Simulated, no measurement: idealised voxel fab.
voxel wiring stack: a process module
Each square cell in cross-section cut measures 5 nm, and the section as a whole is 280 nm wide.
Cross-sections here: square-cell grids, written as top-down lists of bands, a band being one or more rows of cells. A band entry consists of two parts. The first gives the height of the band's top and the height of its bottom, in nm. The rest lists the band's materials from left to right, each with its width in nm. A single material labelled with the word "edge to edge" fills the band from edge to edge, and the word "empty" marks empty space. Height reference: 0 = level under which incoming wafer is all one material. Lowest band: no bottom, runs on downward, e.g. "0..down". The notation "30->40" denotes a width that varies across the rows of cells in the band, beginning at the first number in the top row, finishing at the second number in the bottom row, and changing by an identical amount from each row to the next. It should be understood that the words "nothing altered", when stated for a given step, signify that the cross-section underwent no change in any of its cells during that step. For the entry "Sealed void list", the listed items are empty spaces with no open way to the top whose size is 8 cells or more; each item follows the pattern width x height at distance, where distance is from the left edge and all three are in nm. Where a step's line continues beyond its settings, the continuation is a remark by the simulator itself on that step. If you see "overlay nm" on a step's line and that step has a mask, it's telling you how far right of where it was planned the mask ended up; a negative number means it went left instead.
# Planned process steps
| 1 | op RECEIVE | material Si |
| 2 | op CONFORMAL_DEP | material SiO2 | thk nm 10 |
| 3 | op CONFORMAL_DEP | material SiCN | thk nm 5 |
| 4 | op DIRECTIONAL_DEP | material lowk | thk nm 25 |
| 5 | op DIRECTIONAL_DEP | material aC | thk nm 10 |
| 6 | op PATTERN | tone open | mask id METAL_1 | material resist | width nm 30 | pitch nm 55 | thk nm 30 | overlay nm 0 |
| 7 | op DIRECTIONAL_ETCH | etch materials aC | depth nm 10 |
| 8 | op STRIP | etch materials resist |
| 9 | op DIRECTIONAL_ETCH | etch materials lowk | depth nm 25 |
| 10 | op DIRECTIONAL_ETCH | etch materials SiCN | depth nm 5 |
| 11 | op STRIP | etch materials aC |
| 12 | op CONFORMAL_DEP | material TiN | thk nm 5 |
| 13 | op FILL_DEP | material Ru | thk nm 5 |
| 14 | op CMP | height nm 40 |
| 15 | op EPI | material Ru | thk nm 5 |
| 16 | op FILL_DEP | material SiCN | thk nm 5 |
| 17 | op DIRECTIONAL_DEP | material lowk | thk nm 15 |
| 18 | op DIRECTIONAL_DEP | material aC | thk nm 15 |
| 19 | op PATTERN | tone open | mask id PLUG_1 | material resist | width nm 15 | pitch nm 110 | thk nm 35 | overlay nm 0 |
| 20 | op DIRECTIONAL_ETCH | etch materials aC | depth nm 15 |
| 21 | op STRIP | etch materials resist |
| 22 | op DIRECTIONAL_ETCH | etch materials lowk | depth nm 15 |
| 23 | op DIRECTIONAL_ETCH | etch materials SiCN | depth nm 5 |
| 24 | op STRIP | etch materials aC |
| 25 | op EPI | material Ru | thk nm 10 |
| 26 | op EPI | material Ru | thk nm 10 |
| 27 | op DIRECTIONAL_DEP | material TiN | thk nm 5 |
| 28 | op DIRECTIONAL_DEP | material W | thk nm 25 |
| 29 | op DIRECTIONAL_DEP | material aC | thk nm 10 |
| 30 | op PATTERN | tone cover | mask id METAL_2 | material resist | width nm 30 | pitch nm 55 | thk nm 30 | overlay nm 0 |
| 31 | op DIRECTIONAL_ETCH | etch materials aC | depth nm 10 |
| 32 | op STRIP | etch materials resist |
| 33 | op DIRECTIONAL_ETCH | etch materials W | depth nm 25 |
| 34 | op DIRECTIONAL_ETCH | etch materials TiN | depth nm 5 |
| 35 | op STRIP | etch materials aC |
| 36 | op CONFORMAL_DEP | material SiCN | thk nm 5 |
| 37 | op FILL_DEP | material lowk | thk nm 5 |
| 38 | op CMP | height nm 95 |
| 39 | op CONFORMAL_DEP | material SiCN | thk nm 5 |
| 40 | op DIRECTIONAL_DEP | material SiO2 | thk nm 20 |
| 41 | op MASKED_ETCH | tone open | mask id PLUG_2 | width nm 15 | pitch nm 55 | etch materials SiO2 | depth nm 20 | overlay nm 0 |
| 42 | op MASKED_ETCH | tone open | mask id PLUG_2 | width nm 15 | pitch nm 55 | etch materials SiCN | depth nm 5 | overlay nm 0 |
| 43 | op EPI | material Ru | thk nm 10 |
| 44 | op EPI | material Ru | thk nm 10 |
| 45 | op EPI | material Ru | thk nm 5 |
| 46 | op DIRECTIONAL_DEP | material TiN | thk nm 5 |
| 47 | op DIRECTIONAL_DEP | material Ru | thk nm 25 |
| 48 | op MASKED_ETCH | tone cover | mask id METAL_3 | width nm 30 | pitch nm 55 | etch materials Ru | depth nm 25 | overlay nm 0 |
| 49 | op MASKED_ETCH | tone cover | mask id METAL_3 | width nm 30 | pitch nm 55 | etch materials TiN | depth nm 5 | overlay nm 0 |
| 50 | op FILL_DEP | material lowk | thk nm 5 |
| 51 | op CMP | height nm 150 |
| 52 | op CONFORMAL_DEP | material SiN | thk nm 5 |
# Incoming wafer in cross-section (state: after step 1)
* 0..down = Si edge to edge
* Sealed void list: none
# The first of two wafers, cross-sectioned at the end of the module, with the run proceeding as planned
* 155..150 = SiN edge to edge
* 150..125 = lowk: 40  Ru: 30  lowk: 25  Ru: 30  lowk: 25  Ru: 30  lowk: 25  Ru: 30  lowk: 45
* 125..120 = lowk: 40  TiN: 30  lowk: 25  TiN: 30  lowk: 25  TiN: 30  lowk: 25  TiN: 30  lowk: 45
* 120..100 = SiO2: 40  Ru: 15  SiO2: 40  Ru: 15  SiO2: 40  Ru: 15  SiO2: 40  Ru: 15  SiO2: 60
* 100..95 = SiCN: 40  Ru: 15  SiCN: 40  Ru: 15  SiCN: 40  Ru: 15  SiCN: 40  Ru: 15  SiCN: 60
* 95..70 = lowk: 35  SiCN: 5  W: 30  SiCN: 5  lowk: 15  SiCN: 5  W: 30  SiCN: 5  lowk: 15  SiCN: 5  W: 30  SiCN: 5  lowk: 15  SiCN: 5  W: 30  SiCN: 5  lowk: 40
* 70..65 = SiCN: 40  TiN: 30  SiCN: 25  TiN: 30  SiCN: 25  TiN: 30  SiCN: 25  TiN: 30  SiCN: 45
* 65..50 = lowk: 40  Ru: 15  lowk: 95  Ru: 15  lowk: 115
* 50..45 = SiCN: 40  Ru: 15  SiCN: 95  Ru: 15  SiCN: 115
* 45..40 = SiCN: 35  Ru: 40  SiCN: 15  Ru: 40  SiCN: 15  Ru: 40  SiCN: 15  Ru: 40  SiCN: 40
* 40..15 = lowk: 40  TiN: 5  Ru: 20  TiN: 5  lowk: 25  TiN: 5  Ru: 20  TiN: 5  lowk: 25  TiN: 5  Ru: 20  TiN: 5  lowk: 25  TiN: 5  Ru: 20  TiN: 5  lowk: 45
* 15..10 = SiCN: 40  TiN: 30  SiCN: 25  TiN: 30  SiCN: 25  TiN: 30  SiCN: 25  TiN: 30  SiCN: 45
* 10..0 = SiO2 edge to edge
* 0..down = Si edge to edge
* Sealed void list: none
# Presented here is a cross-section of the second of the two wafers as it stood at the end of the module. It was started in the same manner and assigned the same plan as the first wafer; however, one mistake was made in its execution
* 155..150 = SiN edge to edge
* 150..125 = lowk: 40  Ru: 30  lowk: 25  Ru: 30  lowk: 25  Ru: 30  lowk: 25  Ru: 30  lowk: 45
* 125..120 = lowk: 40  TiN: 30  lowk: 25  TiN: 30  lowk: 25  TiN: 30  lowk: 25  TiN: 30  lowk: 45
* 120..100 = SiO2: 40  Ru: 15  SiO2: 40  Ru: 15  SiO2: 40  Ru: 15  SiO2: 40  Ru: 15  SiO2: 60
* 100..95 = SiCN: 40  Ru: 15  SiCN: 40  Ru: 15  SiCN: 40  Ru: 15  SiCN: 40  Ru: 15  SiCN: 60
* 95..70 = lowk: 35  SiCN: 5  W: 30  SiCN: 5  lowk: 15  SiCN: 5  W: 30  SiCN: 5  lowk: 15  SiCN: 5  W: 30  SiCN: 5  lowk: 15  SiCN: 5  W: 30  SiCN: 5  lowk: 40
* 70..65 = SiCN: 40  TiN: 30  SiCN: 25  TiN: 30  SiCN: 25  TiN: 30  SiCN: 25  TiN: 30  SiCN: 45
* 65..50 = lowk: 40  Ru: 15  lowk: 95  Ru: 15  lowk: 115
* 50..45 = SiCN: 40  Ru: 15  SiCN: 95  Ru: 15  SiCN: 115
* 45..40 = SiCN: 30  Ru: 50  SiCN: 5  Ru: 50  SiCN: 5  Ru: 50  SiCN: 5  Ru: 50  SiCN: 35
* 40..15 = lowk: 35  TiN: 5  Ru: 30  TiN: 5  lowk: 15  TiN: 5  Ru: 30  TiN: 5  lowk: 15  TiN: 5  Ru: 30  TiN: 5  lowk: 15  TiN: 5  Ru: 30  TiN: 5  lowk: 40
* 15..10 = SiCN: 35  TiN: 40  SiCN: 15  TiN: 40  SiCN: 15  TiN: 40  SiCN: 15  TiN: 40  SiCN: 40
* 10..0 = SiO2 edge to edge
* 0..down = Si edge to edge
* Sealed void list: none
Misprocessing identified: in deviation from the planned setting, step 6 was conducted as op PATTERN | tone open | mask id METAL_1 | material resist | width nm 40 | pitch nm 55 | thk nm 30 | overlay nm 0
The closing comparison, in cells, has the second wafer with more or fewer of some materials than the first: Ru: 48 more | SiCN: 16 fewer | TiN: 8 more | lowk: 40 fewer
